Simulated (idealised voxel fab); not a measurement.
The name of this process module is voxel capacitor over wiring.
Section cut is 140 nm wide and gridded with 5 nm square cells.
In this document a cross-section is written as a grid of square cells. It is given as a series of bands, listed from the top down, and a band is one or more rows of cells.
Each band's line starts with the height of the band's top and of its bottom, in nm. Then come its materials from left to right, each with its width in nm. One material with "everywhere" fills the band from edge to edge. "blank" is empty space.
For the purposes of this specification, 0 denotes the height below which the wafer in its as-received condition is composed wholly of one material, and the lowermost band, lacking a lower limit, extends downward without end, as expressed in "0 nm and below".
The two numbers in a width such as "30 to 40" mark its ends across the band: the first belongs to the top row of cells, the second to the bottom row, and from each row to the next the width moves by the same amount.
Step note "nothing was modified" = no cross-section cell changed.
The entry titled "Completely sealed voids" provides the empty spaces that have no open way to the top, restricted to those of 8 cells or more. Each is presented as width x height at distance, the distance being measured from the left edge, with all three in nm.
On each step's line, the part that comes after the settings is the simulator's own comment on the step.
The optional step-line setting "overlay nm" applies to steps with a mask and quantifies how far to the right of its planned location the mask lay, a negative value indicating leftward placement.

-- Process steps - plan
| 1 | RECEIVE | material Si |
| 2 | CONFORMAL_DEP | material SiO2 | thk nm 10 |
| 3 | CONFORMAL_DEP | material SiN | thk nm 5 |
| 4 | DIRECTIONAL_DEP | material SiO2 | thk nm 15 |
| 5 | DIRECTIONAL_DEP | material aC | thk nm 10 |
| 6 | PATTERN | tone open | mask id METAL_1 | material resist | width nm 25 | pitch nm 80 | thk nm 25 | overlay nm 0 |
| 7 | DIRECTIONAL_ETCH | etch materials aC | depth nm 10 |
| 8 | STRIP | etch materials resist |
| 9 | DIRECTIONAL_ETCH | etch materials SiO2 | depth nm 15 |
| 10 | DIRECTIONAL_ETCH | etch materials SiN | depth nm 5 |
| 11 | STRIP | etch materials aC |
| 12 | CONFORMAL_DEP | material TiN | thk nm 5 |
| 13 | FILL_DEP | material W | thk nm 10 |
| 14 | CMP | height nm 30 |
| 15 | EPI | material Ru | thk nm 5 |
| 16 | FILL_DEP | material SiCN | thk nm 5 |
| 17 | DIRECTIONAL_DEP | material SiO2 | thk nm 20 |
| 18 | DIRECTIONAL_DEP | material aC | thk nm 15 |
| 19 | PATTERN | tone open | mask id PLUG_1 | material resist | width nm 15 | thk nm 30 | overlay nm 0 |
| 20 | DIRECTIONAL_ETCH | etch materials aC | depth nm 15 |
| 21 | STRIP | etch materials resist |
| 22 | DIRECTIONAL_ETCH | etch materials SiO2 | depth nm 20 |
| 23 | DIRECTIONAL_ETCH | etch materials SiCN | depth nm 5 |
| 24 | STRIP | etch materials aC |
| 25 | EPI | material Ru | thk nm 10 |
| 26 | EPI | material Ru | thk nm 10 |
| 27 | EPI | material Ru | thk nm 5 |
| 28 | DIRECTIONAL_DEP | material TiN | thk nm 10 |
| 29 | DIRECTIONAL_DEP | material SiN | thk nm 5 |
| 30 | DIRECTIONAL_DEP | material TiN | thk nm 10 |
| 31 | DIRECTIONAL_DEP | material aC | thk nm 15 |
| 32 | PATTERN | tone cover | mask id UPPER_PLATE | material resist | width nm 60 | thk nm 35 | overlay nm 0 |
| 33 | DIRECTIONAL_ETCH | etch materials aC | depth nm 15 |
| 34 | STRIP | etch materials resist |
| 35 | DIRECTIONAL_ETCH | etch materials TiN | depth nm 10 |
| 36 | DIRECTIONAL_ETCH | etch materials SiN | depth nm 5 |
| 37 | STRIP | etch materials aC |
| 38 | DIRECTIONAL_DEP | material aC | thk nm 15 |
| 39 | PATTERN | tone cover | mask id LOWER_PLATE | material resist | width nm 70 | thk nm 30 | overlay nm 0 |
| 40 | DIRECTIONAL_ETCH | etch materials aC | depth nm 15 |
| 41 | STRIP | etch materials resist |
| 42 | DIRECTIONAL_ETCH | etch materials TiN | depth nm 10 |
| 43 | STRIP | etch materials aC |
| 44 | FILL_DEP | material SiO2 | thk nm 15 |
| 45 | CMP | height nm 95 |
| 46 | DIRECTIONAL_DEP | material aC | thk nm 15 |
| 47 | PATTERN | tone open | mask id PLUG_2 | material resist | width nm 15 | thk nm 35 | overlay nm 0 |
| 48 | DIRECTIONAL_ETCH | etch materials aC | depth nm 15 |
| 49 | STRIP | etch materials resist |
| 50 | DIRECTIONAL_ETCH | etch materials SiO2 | depth nm 10 |
| 51 | STRIP | etch materials aC |
| 52 | CONFORMAL_DEP | material TiN | thk nm 5 |
| 53 | FILL_DEP | material Cu | thk nm 5 |
| 54 | CMP | height nm 95 |
| 55 | CONFORMAL_DEP | material SiCN | thk nm 5 |

-- As-received state of the wafer in cross-section, equivalent to post-step 1
> 0 nm and below: Si everywhere
> Completely sealed voids: none

-- Post-module cross-section: identical start and plan to those above, one misstep in execution
> 100 nm to 95 nm: SiCN everywhere
> 95 nm to 90 nm: SiO2=35 | TiN=5 | Cu=5 | TiN=5 | SiO2=90
> 90 nm to 85 nm: SiO2=35 | TiN=15 | SiO2=90
> 85 nm to 75 nm: SiO2=40 | TiN=45 | SiO2=55
> 75 nm to 70 nm: SiO2=25 | TiN=15 | SiN=45 | SiO2=55
> 70 nm to 65 nm: SiO2=20 | TiN=70 | SiO2=50
> 65 nm to 60 nm: SiO2=20 | TiN=5 | SiN=15 | TiN=50 | SiO2=50
> 60 nm to 50 nm: SiO2=25 | TiN=15 | SiO2=100
> 50 nm to 40 nm: SiO2=25 | Ru=15 | SiO2=100
> 40 nm to 35 nm: SiCN=25 | Ru=15 | SiCN=100
> 35 nm to 30 nm: SiCN=10 | Ru=35 | SiCN=45 | Ru=35 | SiCN=15
> 30 nm to 15 nm: SiO2=15 | TiN=5 | W=15 | TiN=5 | SiO2=55 | TiN=5 | W=15 | TiN=5 | SiO2=20
> 15 nm to 10 nm: SiN=15 | TiN=25 | SiN=55 | TiN=25 | SiN=20
> 10 nm to 0 nm: SiO2 everywhere
> 0 nm and below: Si everywhere
> Completely sealed voids: none
Want to know what went wrong? of the identical steps 25 and 26, one was left out, though there is no way to say which
